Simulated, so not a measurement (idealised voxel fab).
process module | voxel ribs on slabs
cross-section cut | 260 nm wide | cells 5 nm
A cross-section is a grid of square cells, given in bands from the top down. A band is one or more rows of cells.
Each band's line starts with the height of the band's top and of its bottom, in nm. Then come its materials from left to right, each with its width in nm. One material with "throughout" fills the band from edge to edge. "air" is empty space.
Height 0 is the level under which the wafer as received is all one material. The lowest band goes on downwards, as in "0 down".
A width such as "30 to 40" changes by the same amount from each row of cells to the next, from the band's top row to its bottom row.
"no change" after a step means that no cell of the cross-section changed.
closed voids: empty space of 8 cells or more with no open way to the top, each as width x height at its distance from the left edge, in nm
after a step's settings: what the simulator itself notes on the step
overlay nm, on a step with a mask: how far to the right of its planned place the mask lay; to the left if negative
plan
1 op RECEIVE | material Si
2 op DIRECTIONAL_DEP | material SiO2 | thk nm 20
3 op DIRECTIONAL_DEP | material polySi | thk nm 15
4 op DIRECTIONAL_DEP | material aC | thk nm 15
5 op PATTERN | tone cover | mask id RIB | material resist | width nm 20 | thk nm 30 | overlay nm 0
6 op DIRECTIONAL_ETCH | etch materials aC | depth nm 15
7 op STRIP | etch materials resist
8 op DIRECTIONAL_ETCH | etch materials polySi | depth nm 5
9 op STRIP | etch materials aC
10 op DIRECTIONAL_DEP | material aC | thk nm 15
11 op PATTERN | tone cover | mask id SLAB | material resist | width nm 60 | thk nm 30 | overlay nm 0
12 op DIRECTIONAL_ETCH | etch materials aC | depth nm 15
13 op STRIP | etch materials resist
14 op DIRECTIONAL_ETCH | etch materials polySi | depth nm 10
15 op STRIP | etch materials aC
16 op FILL_DEP | material SiO2 | thk nm 25
17 op CMP | height nm 55
18 op DIRECTIONAL_DEP | material W | thk nm 10
19 op MASKED_ETCH | tone cover | mask id HEATER | width nm 30 | etch materials W | depth nm 10 | overlay nm 0
20 op CONFORMAL_DEP | material SiO2 | thk nm 5
first wafer, as planned
as received, after step 1
  0 down: Si throughout
  closed voids: none
after step 2
  20 to 0: SiO2 throughout
  below 0: unchanged
after step 3
  35 to 20: polySi throughout
  below 20: unchanged
after step 4
  50 to 35: aC throughout
  below 35: unchanged
after step 5
  80 to 50: air 120 | resist 20 | air 120
  below 50: unchanged
after step 6
  65 to 50: air 120 | resist 20 | air 120
  50 to 35: air 120 | aC 20 | air 120
  below 35: unchanged
after step 7
  50 to 35: air 120 | aC 20 | air 120
  below 35: unchanged
after step 8
  50 to 35: air 120 | aC 20 | air 120
  35 to 30: air 120 | polySi 20 | air 120
  below 30: unchanged
after step 9
  35 to 30: air 120 | polySi 20 | air 120
  below 30: unchanged
after step 10
  50 to 45: air 120 | aC 20 | air 120
  45 to 35: aC throughout
  35 to 30: aC 120 | polySi 20 | aC 120
  below 30: unchanged
after step 11
  80 to 50: air 100 | resist 60 | air 100
  50 to 45: air 100 | resist 20 | aC 20 | resist 20 | air 100
  below 45: unchanged
after step 12
  65 to 50: air 100 | resist 60 | air 100
  50 to 45: air 100 | resist 20 | aC 20 | resist 20 | air 100
  45 to 35: air 100 | aC 60 | air 100
  35 to 30: air 100 | aC 20 | polySi 20 | aC 20 | air 100
  below 30: unchanged
after step 13
  50 to 45: air 120 | aC 20 | air 120
  below 45: unchanged
after step 14
  50 to 45: air 120 | aC 20 | air 120
  45 to 35: air 100 | aC 60 | air 100
  35 to 30: air 100 | aC 20 | polySi 20 | aC 20 | air 100
  30 to 20: air 100 | polySi 60 | air 100
  below 20: unchanged
after step 15
  35 to 30: air 120 | polySi 20 | air 120
  below 30: unchanged
after step 16
  60 to 35: SiO2 throughout
  35 to 30: SiO2 120 | polySi 20 | SiO2 120
  30 to 20: SiO2 100 | polySi 60 | SiO2 100
  below 20: unchanged
after step 17
  55 to 35: SiO2 throughout
  below 35: unchanged
after step 18
  65 to 55: W throughout
  below 55: unchanged
after step 19
  65 to 55: air 115 | W 30 | air 115
  below 55: unchanged
after step 20
  70 to 65: air 110 | SiO2 40 | air 110
  65 to 60: air 110 | SiO2 5 | W 30 | SiO2 5 | air 110
  60 to 55: SiO2 115 | W 30 | SiO2 115
  below 55: unchanged
second wafer: like start, like plan, one mistake. Through step 19 it matches the first wafer
when step 20 should have ended: no change
what went wrong: step 20 was left out
at the end the second wafer has, in cells: 56 fewer of SiO2
